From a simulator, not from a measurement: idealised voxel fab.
process module | voxel self aligned contacts
cross-section cut | 245 nm wide | cells 5 nm
A cross-section is a grid of square cells, given in bands from the top down. A band is one or more rows of cells.
Each band's line starts with the height of the band's top and of its bottom, in nm. Then come its materials from left to right, each with its width in nm. One material with "throughout" fills the band from edge to edge. "air" is empty space.
Height 0 is the level under which the wafer as received is all one material. The lowest band goes on downwards, as in "0 down".
A width such as "30 to 40" changes by the same amount from each row of cells to the next, from the band's top row to its bottom row.
"no change" after a step means that no cell of the cross-section changed.
closed voids: empty space of 8 cells or more with no open way to the top, each as width x height at its distance from the left edge, in nm
after a step's settings: what the simulator itself notes on the step
overlay nm, on a step with a mask: how far to the right of its planned place the mask lay; to the left if negative
plan
1 op RECEIVE | material Si
2 op CONFORMAL_DEP | material SiO2 | thk nm 5
3 op DIRECTIONAL_DEP | material polySi | thk nm 30
4 op DIRECTIONAL_DEP | material SiN | thk nm 20
5 op PATTERN | tone cover | mask id GATE | material resist | width nm 30 | pitch nm 70 | thk nm 20 | overlay nm 0
6 op DIRECTIONAL_ETCH | etch materials SiN | depth nm 20
7 op DIRECTIONAL_ETCH | etch materials polySi | depth nm 30
8 op STRIP | etch materials resist
9 op CONFORMAL_DEP | material SiN | thk nm 10
10 op DIRECTIONAL_ETCH | etch materials SiN | depth nm 10
11 op FILL_DEP | material SiO2 | thk nm 10
12 op CMP | height nm 60
13 op PATTERN | tone open | mask id CONTACT | material resist | width nm 50 | pitch nm 70 | thk nm 20 | overlay nm 0
14 op DIRECTIONAL_ETCH | etch materials SiO2 | depth nm 60
15 op STRIP | etch materials resist
16 op CONFORMAL_DEP | material TiN | thk nm 5
17 op FILL_DEP | material Ru | thk nm 5
18 op CMP | height nm 60
19 op CONFORMAL_DEP | material SiCN | thk nm 5
first wafer, as planned
as received, after step 1
  0 down: Si throughout
  closed voids: none
after step 2
  5 to 0: SiO2 throughout
  below 0: unchanged
after step 3
  35 to 5: polySi throughout
  below 5: unchanged
after step 4
  55 to 35: SiN throughout
  below 35: unchanged
after step 5
  75 to 55: air 35 | resist 30 | air 40 | resist 30 | air 40 | resist 30 | air 40
  below 55: unchanged
after step 6
  75 to 55: air 35 | resist 30 | air 40 | resist 30 | air 40 | resist 30 | air 40
  55 to 35: air 35 | SiN 30 | air 40 | SiN 30 | air 40 | SiN 30 | air 40
  below 35: unchanged
after step 7
  75 to 55: air 35 | resist 30 | air 40 | resist 30 | air 40 | resist 30 | air 40
  55 to 35: air 35 | SiN 30 | air 40 | SiN 30 | air 40 | SiN 30 | air 40
  35 to 5: air 35 | polySi 30 | air 40 | polySi 30 | air 40 | polySi 30 | air 40
  below 5: unchanged
after step 8
  55 to 35: air 35 | SiN 30 | air 40 | SiN 30 | air 40 | SiN 30 | air 40
  below 35: unchanged
after step 9
  65 to 35: air 25 | SiN 50 | air 20 | SiN 50 | air 20 | SiN 50 | air 30
  35 to 15: air 25 | SiN 10 | polySi 30 | SiN 10 | air 20 | SiN 10 | polySi 30 | SiN 10 | air 20 | SiN 10 | polySi 30 | SiN 10 | air 30
  15 to 5: SiN 35 | polySi 30 | SiN 40 | polySi 30 | SiN 40 | polySi 30 | SiN 40
  below 5: unchanged
after step 10
  55 to 35: air 25 | SiN 50 | air 20 | SiN 50 | air 20 | SiN 50 | air 30
  35 to 5: air 25 | SiN 10 | polySi 30 | SiN 10 | air 20 | SiN 10 | polySi 30 | SiN 10 | air 20 | SiN 10 | polySi 30 | SiN 10 | air 30
  below 5: unchanged
after step 11
  65 to 55: SiO2 throughout
  55 to 35: SiO2 25 | SiN 50 | SiO2 20 | SiN 50 | SiO2 20 | SiN 50 | SiO2 30
  35 to 5: SiO2 25 | SiN 10 | polySi 30 | SiN 10 | SiO2 20 | SiN 10 | polySi 30 | SiN 10 | SiO2 20 | SiN 10 | polySi 30 | SiN 10 | SiO2 30
  below 5: unchanged
after step 12
  60 to 55: SiO2 throughout
  below 55: unchanged
after step 13
  80 to 60: resist 60 | air 50 | resist 20 | air 50 | resist 65
  below 60: unchanged
after step 14
  80 to 60: resist 60 | air 50 | resist 20 | air 50 | resist 65
  60 to 55: SiO2 60 | air 50 | SiO2 20 | air 50 | SiO2 65
  55 to 35: SiO2 25 | SiN 50 | air 20 | SiN 50 | air 20 | SiN 50 | SiO2 30
  35 to 5: SiO2 25 | SiN 10 | polySi 30 | SiN 10 | air 20 | SiN 10 | polySi 30 | SiN 10 | air 20 | SiN 10 | polySi 30 | SiN 10 | SiO2 30
  5 to 0: SiO2 75 | air 20 | SiO2 50 | air 20 | SiO2 80
  below 0: unchanged
after step 15
  60 to 55: SiO2 60 | air 50 | SiO2 20 | air 50 | SiO2 65
  below 55: unchanged
after step 16
  65 to 60: TiN 65 | air 40 | TiN 30 | air 40 | TiN 70
  60 to 55: SiO2 60 | TiN 20 | air 10 | TiN 20 | SiO2 20 | TiN 20 | air 10 | TiN 20 | SiO2 65
  55 to 35: SiO2 25 | SiN 50 | TiN 5 | air 10 | TiN 5 | SiN 50 | TiN 5 | air 10 | TiN 5 | SiN 50 | SiO2 30
  35 to 5: SiO2 25 | SiN 10 | polySi 30 | SiN 10 | TiN 5 | air 10 | TiN 5 | SiN 10 | polySi 30 | SiN 10 | TiN 5 | air 10 | TiN 5 | SiN 10 | polySi 30 | SiN 10 | SiO2 30
  5 to 0: SiO2 75 | TiN 20 | SiO2 50 | TiN 20 | SiO2 80
  below 0: unchanged
after step 17
  70 to 65: Ru throughout
  65 to 60: TiN 65 | Ru 40 | TiN 30 | Ru 40 | TiN 70
  60 to 55: SiO2 60 | TiN 20 | Ru 10 | TiN 20 | SiO2 20 | TiN 20 | Ru 10 | TiN 20 | SiO2 65
  55 to 35: SiO2 25 | SiN 50 | TiN 5 | Ru 10 | TiN 5 | SiN 50 | TiN 5 | Ru 10 | TiN 5 | SiN 50 | SiO2 30
  35 to 5: SiO2 25 | SiN 10 | polySi 30 | SiN 10 | TiN 5 | Ru 10 | TiN 5 | SiN 10 | polySi 30 | SiN 10 | TiN 5 | Ru 10 | TiN 5 | SiN 10 | polySi 30 | SiN 10 | SiO2 30
  below 5: unchanged
after step 18
  60 to 55: SiO2 60 | TiN 20 | Ru 10 | TiN 20 | SiO2 20 | TiN 20 | Ru 10 | TiN 20 | SiO2 65
  below 55: unchanged
after step 19
  65 to 60: SiCN throughout
  below 60: unchanged
second wafer: like start, like plan, one mistake. Through step 1 it matches the first wafer
when step 2 should have ended
  30 to 0: polySi throughout
  below 0: unchanged
when step 3 should have ended
  35 to 30: SiO2 throughout
  below 30: unchanged
when step 4 should have ended
  55 to 35: SiN throughout
  below 35: unchanged
when step 5 should have ended
  75 to 55: air 35 | resist 30 | air 40 | resist 30 | air 40 | resist 30 | air 40
  below 55: unchanged
when step 6 should have ended
  75 to 55: air 35 | resist 30 | air 40 | resist 30 | air 40 | resist 30 | air 40
  55 to 35: air 35 | SiN 30 | air 40 | SiN 30 | air 40 | SiN 30 | air 40
  below 35: unchanged
when step 7 should have ended: no change
when step 8 should have ended
  55 to 35: air 35 | SiN 30 | air 40 | SiN 30 | air 40 | SiN 30 | air 40
  below 35: unchanged
when step 9 should have ended
  65 to 45: air 25 | SiN 50 | air 20 | SiN 50 | air 20 | SiN 50 | air 30
  45 to 35: SiN throughout
  below 35: unchanged
when step 10 should have ended
  55 to 35: air 25 | SiN 50 | air 20 | SiN 50 | air 20 | SiN 50 | air 30
  below 35: unchanged
when step 11 should have ended
  65 to 55: SiO2 throughout
  55 to 35: SiO2 25 | SiN 50 | SiO2 20 | SiN 50 | SiO2 20 | SiN 50 | SiO2 30
  below 35: unchanged
when step 12 should have ended
  60 to 55: SiO2 throughout
  below 55: unchanged
when step 13 should have ended
  80 to 60: resist 60 | air 50 | resist 20 | air 50 | resist 65
  below 60: unchanged
when step 14 should have ended
  80 to 60: resist 60 | air 50 | resist 20 | air 50 | resist 65
  60 to 55: SiO2 60 | air 50 | SiO2 20 | air 50 | SiO2 65
  55 to 35: SiO2 25 | SiN 50 | air 20 | SiN 50 | air 20 | SiN 50 | SiO2 30
  35 to 30: SiO2 75 | air 20 | SiO2 50 | air 20 | SiO2 80
  below 30: unchanged
when step 15 should have ended
  60 to 55: SiO2 60 | air 50 | SiO2 20 | air 50 | SiO2 65
  below 55: unchanged
when step 16 should have ended
  65 to 60: TiN 65 | air 40 | TiN 30 | air 40 | TiN 70
  60 to 55: SiO2 60 | TiN 20 | air 10 | TiN 20 | SiO2 20 | TiN 20 | air 10 | TiN 20 | SiO2 65
  55 to 35: SiO2 25 | SiN 50 | TiN 5 | air 10 | TiN 5 | SiN 50 | TiN 5 | air 10 | TiN 5 | SiN 50 | SiO2 30
  35 to 30: SiO2 75 | TiN 20 | SiO2 50 | TiN 20 | SiO2 80
  below 30: unchanged
when step 17 should have ended
  70 to 65: Ru throughout
  65 to 60: TiN 65 | Ru 40 | TiN 30 | Ru 40 | TiN 70
  60 to 55: SiO2 60 | TiN 20 | Ru 10 | TiN 20 | SiO2 20 | TiN 20 | Ru 10 | TiN 20 | SiO2 65
  55 to 35: SiO2 25 | SiN 50 | TiN 5 | Ru 10 | TiN 5 | SiN 50 | TiN 5 | Ru 10 | TiN 5 | SiN 50 | SiO2 30
  below 35: unchanged
when step 18 should have ended
  60 to 55: SiO2 60 | TiN 20 | Ru 10 | TiN 20 | SiO2 20 | TiN 20 | Ru 10 | TiN 20 | SiO2 65
  below 55: unchanged
when step 19 should have ended
  65 to 60: SiCN throughout
  below 60: unchanged
what went wrong: steps 2 and 3 were swapped
at the end the second wafer has, in cells: 24 fewer of Ru | 72 fewer of SiN | 66 fewer of SiO2 | 24 fewer of TiN | 186 more of polySi
